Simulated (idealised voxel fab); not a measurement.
The process module presented herein is designated voxel wiring stack.
Displayed cross-section: cut, width of 300 nm, square cells sized 5 nm.
We lay out every cross-section as a grid of square cells and spell it out in bands from the top down, where one band means one or more rows of cells. In this notation a band is specified by the heights of its top and bottom, in that order and in nm, after which its materials appear from left to right, each paired with its width in nm. The word "throughout" attached to a single material means that material fills the band from edge to edge; the word "blank" stands for empty space. Where do heights start? At 0: under that level the wafer as delivered is made of one material only. And the lowest band has no floor; it just carries on downward, as in "0 -> down". You'd read "30 to 40" like this: the band's top row of cells is as wide as the first number, its bottom row is as wide as the second, and going down, every row changes width by the same amount as the row before did. The designation "nothing changed", where it is given for a processing step, indicates that no cell of the cross-section was altered in the course of that step. Basically, "Closed cavity list" tells you about the enclosed voids: empty spaces with no open way to the top, 8 cells or bigger, each written width x height at distance, where distance is from the left edge, all in nm. Past the settings on a step's line: simulator remark, on that step. Among the settings permitted on a step's line is "overlay nm"; applied to a step with a mask, it specifies the extent to which the mask lay to the right of its planned position, whereas a negative figure signifies a position to the left.
**plan**
| 1 | op RECEIVE | material Si |
| 2 | op CONFORMAL_DEP | material SiO2 | thk nm 15 |
| 3 | op DIRECTIONAL_DEP | material TiN | thk nm 5 |
| 4 | op DIRECTIONAL_DEP | material Ru | thk nm 25 |
| 5 | op PATTERN | tone cover | mask id METAL_1 | material resist | width nm 30 | pitch nm 45 | thk nm 20 | overlay nm 0 |
| 6 | op DIRECTIONAL_ETCH | etch materials Ru | depth nm 25 |
| 7 | op DIRECTIONAL_ETCH | etch materials TiN | depth nm 5 |
| 8 | op STRIP | etch materials resist |
| 9 | op CONFORMAL_DEP | material SiN | thk nm 5 |
| 10 | op FILL_DEP | material lowk | thk nm 10 |
| 11 | op CMP | height nm 45 |
| 12 | op CONFORMAL_DEP | material SiCN | thk nm 5 |
| 13 | op DIRECTIONAL_DEP | material lowk | thk nm 30 |
| 14 | op MASKED_ETCH | tone open | mask id METAL_2_HOLES | width nm 15 | pitch nm 45 | etch materials lowk | depth nm 30 | overlay nm 0 |
| 15 | op MASKED_ETCH | tone open | mask id METAL_2 | width nm 30 | pitch nm 45 | etch materials lowk | depth nm 15 | overlay nm 0 |
| 16 | op MASKED_ETCH | tone open | mask id METAL_2 | width nm 30 | pitch nm 45 | etch materials SiCN | depth nm 5 | overlay nm 0 |
| 17 | op CONFORMAL_DEP | material TiN | thk nm 5 |
| 18 | op FILL_DEP | material Cu | thk nm 10 |
| 19 | op CMP | height nm 80 |
| 20 | op CONFORMAL_DEP | material SiCN | thk nm 5 |
| 21 | op DIRECTIONAL_DEP | material SiO2 | thk nm 30 |
| 22 | op PATTERN | tone open | mask id METAL_3 | material resist | width nm 30 | pitch nm 45 | thk nm 20 | overlay nm -15 |
| 23 | op DIRECTIONAL_ETCH | etch materials SiO2 | depth nm 15 |
| 24 | op STRIP | etch materials resist |
| 25 | op MASKED_ETCH | tone open | mask id METAL_3_HOLES | width nm 15 | pitch nm 45 | etch materials SiO2 | depth nm 15 | overlay nm 0 |
| 26 | op MASKED_ETCH | tone open | mask id METAL_3_HOLES | width nm 15 | pitch nm 45 | etch materials SiCN | depth nm 5 | overlay nm 0 |
| 27 | op CONFORMAL_DEP | material TiN | thk nm 5 |
| 28 | op FILL_DEP | material Cu | thk nm 10 |
| 29 | op CMP | height nm 115 |
| 30 | op CONFORMAL_DEP | material SiN | thk nm 5 |
Quick note for whoever runs this: the wafers start identical, but the overlay nm at step 22 isn't the same across them. The plan just shows what the first wafer had.
**Cut through the first of several wafers as received, post step 1**
- 0 -> down | Si throughout
- Closed cavity list: none
**So in this table every wafer gets its own row, and what you see is where it stands at the end of the module: for each material, how many cells it picked up (+) or gave up (-) since we received it, and after that its closed voids**
overlay nm -15 | +96 Cu | +120 Ru | +96 SiCN | +136 SiN | +432 SiO2 | +168 TiN | +392 lowk | Closed cavity list: none
overlay nm -10 | +96 Cu | +120 Ru | +96 SiCN | +136 SiN | +432 SiO2 | +168 TiN | +392 lowk | Closed cavity list: none
overlay nm -5 | +96 Cu | +120 Ru | +96 SiCN | +136 SiN | +432 SiO2 | +168 TiN | +392 lowk | Closed cavity list: none
overlay nm 0 | +96 Cu | +120 Ru | +96 SiCN | +136 SiN | +432 SiO2 | +168 TiN | +392 lowk | Closed cavity list: none
overlay nm 5 | +88 Cu | +120 Ru | +100 SiCN | +136 SiN | +432 SiO2 | +172 TiN | +392 lowk | Closed cavity list: none
overlay nm 10 | +96 Cu | +120 Ru | +104 SiCN | +136 SiN | +432 SiO2 | +160 TiN | +392 lowk | Closed cavity list: none
overlay nm 15 | +116 Cu | +120 Ru | +108 SiCN | +136 SiN | +432 SiO2 | +136 TiN | +392 lowk | Closed cavity list: none
